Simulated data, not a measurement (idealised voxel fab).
Documented hereafter: the process module known as voxel gate over fins.
Section shown: cut. Width: 295 nm. Cell size: 5 nm, square.
For the purposes of this document, a cross-section shall be understood as a grid of square cells, specified as bands listed in top-to-bottom order, each band consisting of one or more rows of cells. Look at the band entry: it leads with the top's height and the bottom's height in nm. Then it lists the materials left to right, with a width in nm for each. The word "full width" on a single material says that material fills the band edge to edge. The word "empty" is empty space. Height 0 is the level under which the wafer as received is all one material. The lowest band goes on downwards, as in "0 and below". When a width is written as two numbers, as in "30..40", the first number is the width in the top row of cells of the band and the second is the width in its bottom row, and the width changes by the same amount from each row to the next. What does "nothing different" mean for a step? It means no cell of the cross-section changed in that step. "Unvented voids" enumerates empty spaces isolated from the top, with no open way to it, that contain at least 8 cells, giving each as width x height at distance from the left edge, all three in nm. Anything after a step's settings on that line? It's the simulator's own note about the step. overlay nm: on a step with a mask, how far right of its planned place the mask lay; negative means left.

**The following list gives the planned process steps**
1. RECEIVE, material Si
2. CONFORMAL_DEP, material SiN, thk nm 5
3. MASKED_ETCH, tone cover, mask id FINS, width nm 15, pitch nm 40, etch materials SiN, depth nm 5, overlay nm 0
4. MASKED_ETCH, tone cover, mask id FINS, width nm 15, pitch nm 40, etch materials Si, depth nm 30, overlay nm 0
5. FILL_DEP, material SiO2, thk nm 5
6. CMP, height nm 5
7. SELECTIVE_ETCH, etch materials SiO2, depth nm 20
8. STRIP, etch materials SiN
9. CONFORMAL_DEP, material HfO2, thk nm 5
10. CONFORMAL_DEP, material TiN, thk nm 5
11. CONFORMAL_DEP, material TiAl, thk nm 5
12. CONFORMAL_DEP, material TiN, thk nm 5
13. FILL_DEP, material W, thk nm 15
14. CMP, height nm 30
15. CONFORMAL_DEP, material SiN, thk nm 5

**As received (post step 1): cross-section**
- 0 and below = Si full width
- Unvented voids: none

**Post-module cross-section of the first of two wafers (run per plan)**
- 35 down to 30 = SiN full width
- 30 down to 20 = W full width
- 20 down to 15 = 60 of W  175 of TiN  60 of W
- 15 down to 10 = 60 of W  5 of TiN  165 of TiAl  5 of TiN  60 of W
- 10 down to 5 = 60 of W  5 of TiN  5 of TiAl  35 of TiN  5 of TiAl  35 of TiN  5 of TiAl  35 of TiN  5 of TiAl  35 of TiN  5 of TiAl  5 of TiN  60 of W
- 5 down to 0 = 65 of TiN  5 of TiAl  5 of TiN  25 of HfO2  5 of TiN  5 of TiAl  5 of TiN  25 of HfO2  5 of TiN  5 of TiAl  5 of TiN  25 of HfO2  5 of TiN  5 of TiAl  5 of TiN  25 of HfO2  5 of TiN  5 of TiAl  65 of TiN
- 0 down to -5 = 70 of TiAl  5 of TiN  5 of HfO2  15 of Si  5 of HfO2  5 of TiN  5 of TiAl  5 of TiN  5 of HfO2  15 of Si  5 of HfO2  5 of TiN  5 of TiAl  5 of TiN  5 of HfO2  15 of Si  5 of HfO2  5 of TiN  5 of TiAl  5 of TiN  5 of HfO2  15 of Si  5 of HfO2  5 of TiN  70 of TiAl
- -5 down to -10 = 75 of TiN  5 of HfO2  15 of Si  5 of HfO2  15 of TiN  5 of HfO2  15 of Si  5 of HfO2  15 of TiN  5 of HfO2  15 of Si  5 of HfO2  15 of TiN  5 of HfO2  15 of Si  5 of HfO2  75 of TiN
- -10 down to -15 = 80 of HfO2  15 of Si  25 of HfO2  15 of Si  25 of HfO2  15 of Si  25 of HfO2  15 of Si  80 of HfO2
- -15 down to -30 = 80 of SiO2  15 of Si  25 of SiO2  15 of Si  25 of SiO2  15 of Si  25 of SiO2  15 of Si  80 of SiO2
- -30 and below = Si full width
- Unvented voids: none

**Wafer two cross-section, module end. Start and plan unchanged from wafer one; one mistake made during the run**
- 35 down to 30 = SiN full width
- 30 down to 20 = TiAl full width
- 20 down to 15 = 60 of TiAl  175 of TiN  60 of TiAl
- 15 down to 10 = 60 of TiAl  5 of TiN  165 of TiAl  5 of TiN  60 of TiAl
- 10 down to 5 = 60 of TiAl  5 of TiN  5 of TiAl  35 of TiN  5 of TiAl  35 of TiN  5 of TiAl  35 of TiN  5 of TiAl  35 of TiN  5 of TiAl  5 of TiN  60 of TiAl
- 5 down to 0 = 65 of TiN  5 of TiAl  5 of TiN  25 of HfO2  5 of TiN  5 of TiAl  5 of TiN  25 of HfO2  5 of TiN  5 of TiAl  5 of TiN  25 of HfO2  5 of TiN  5 of TiAl  5 of TiN  25 of HfO2  5 of TiN  5 of TiAl  65 of TiN
- 0 down to -5 = 70 of TiAl  5 of TiN  5 of HfO2  15 of Si  5 of HfO2  5 of TiN  5 of TiAl  5 of TiN  5 of HfO2  15 of Si  5 of HfO2  5 of TiN  5 of TiAl  5 of TiN  5 of HfO2  15 of Si  5 of HfO2  5 of TiN  5 of TiAl  5 of TiN  5 of HfO2  15 of Si  5 of HfO2  5 of TiN  70 of TiAl
- -5 down to -10 = 75 of TiN  5 of HfO2  15 of Si  5 of HfO2  15 of TiN  5 of HfO2  15 of Si  5 of HfO2  15 of TiN  5 of HfO2  15 of Si  5 of HfO2  15 of TiN  5 of HfO2  15 of Si  5 of HfO2  75 of TiN
- -10 down to -15 = 80 of HfO2  15 of Si  25 of HfO2  15 of Si  25 of HfO2  15 of Si  25 of HfO2  15 of Si  80 of HfO2
- -15 down to -30 = 80 of SiO2  15 of Si  25 of SiO2  15 of Si  25 of SiO2  15 of Si  25 of SiO2  15 of Si  80 of SiO2
- -30 and below = Si full width
- Unvented voids: none
Deviation noted in wafer processing: in deviation from the planned setting, step 13 was conducted as FILL_DEP, material TiAl, thk nm 15
In the final state, the cell counts of the second wafer exceed or fall short of those of the first for the following materials: TiAl: 190 more; W: 190 fewer
